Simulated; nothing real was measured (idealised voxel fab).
The following is a process module called voxel self aligned vias.
Square cell edge 5 nm, section width 170 nm, ID cut.
Cross-section layout: square cells on a grid; listed as bands, top to bottom; a band spans one or more cell rows. Quick guide to a band line: top height, bottom height (nm) up front; then every material left to right with its width in nm. Only one material and it's marked "everywhere"? Then it fills the band edge to edge. And "empty" just means empty space. Height datum 0, below which the as-received substrate wafer is one material. Lowest band open at the bottom, running downward: "0..down". Think of "30..40" as a width that walks from the first number to the second as you go down the band, top row to bottom row, taking equal-sized steps from row to row. "everything unchanged" after a step means that no cell of the cross-section changed. "Enclosed void entries" - sealed voids, min. 8 cells, no opening to top; format: width x height at distance (distance from left edge; nm throughout). What comes after the settings on a step's line is commentary from the simulator itself on that step. The setting "overlay nm" may be written on the line of a step. When the step uses a mask, the value reports how far to the right of the planned place the mask lay, and a negative value reports that it lay to the left.
The steps planned for the process are as follows:
| 1 | RECEIVE, material Si |
| 2 | CONFORMAL_DEP, material SiO2, thk nm 10 |
| 3 | CONFORMAL_DEP, material SiCN, thk nm 5 |
| 4 | DIRECTIONAL_DEP, material lowk, thk nm 20 |
| 5 | MASKED_ETCH, tone open, mask id LINES, width nm 30, pitch nm 80, etch materials lowk, depth nm 20, overlay nm 0 |
| 6 | CONFORMAL_DEP, material TiN, thk nm 5 |
| 7 | FILL_DEP, material Ru, thk nm 10 |
| 8 | CMP, height nm 35 |
| 9 | SELECTIVE_ETCH, etch materials W Ru TiN, depth nm 5 |
| 10 | FILL_DEP, material SiN, thk nm 5 |
| 11 | CMP, height nm 35 |
| 12 | DIRECTIONAL_DEP, material lowk, thk nm 20 |
| 13 | DIRECTIONAL_DEP, material aC, thk nm 10 |
| 14 | PATTERN, tone open, mask id VIAS, material resist, width nm 50, thk nm 30, overlay nm 0 |
| 15 | DIRECTIONAL_ETCH, etch materials aC, depth nm 10 |
| 16 | STRIP, etch materials resist |
| 17 | DIRECTIONAL_ETCH, etch materials lowk, depth nm 20 |
| 18 | DIRECTIONAL_ETCH, etch materials SiN, depth nm 5 |
| 19 | STRIP, etch materials aC |
| 20 | CONFORMAL_DEP, material TiN, thk nm 5 |
| 21 | FILL_DEP, material Ru, thk nm 10 |
| 22 | CMP, height nm 55 |
| 23 | CONFORMAL_DEP, material SiCN, thk nm 5 |
Here's what the wafer looked like in cross-section when it arrived - that's after step 1:
	0..down  Si everywhere
	Enclosed void entries: none
Figure: cross-sectional view of the wafer upon completion of the module, processed from the initial state and according to the plan depicted above, with one error introduced during execution:
	60..55  SiCN everywhere
	55..50  TiN (25) | Ru (40) | TiN (105)
	50..35  lowk (20) | TiN (5) | Ru (40) | TiN (5) | lowk (100)
	35..30  lowk (20) | TiN (50) | lowk (100)
	30..20  lowk (30) | TiN (5) | Ru (20) | TiN (5) | lowk (50) | TiN (5) | Ru (20) | TiN (5) | lowk (30)
	20..15  lowk (30) | TiN (30) | lowk (50) | TiN (30) | lowk (30)
	15..10  SiCN everywhere
	10..0  SiO2 everywhere
	0..down  Si everywhere
	Enclosed void entries: none
Short version of what went wrong: step 11 changed vs plan, executed as CMP, height nm 30
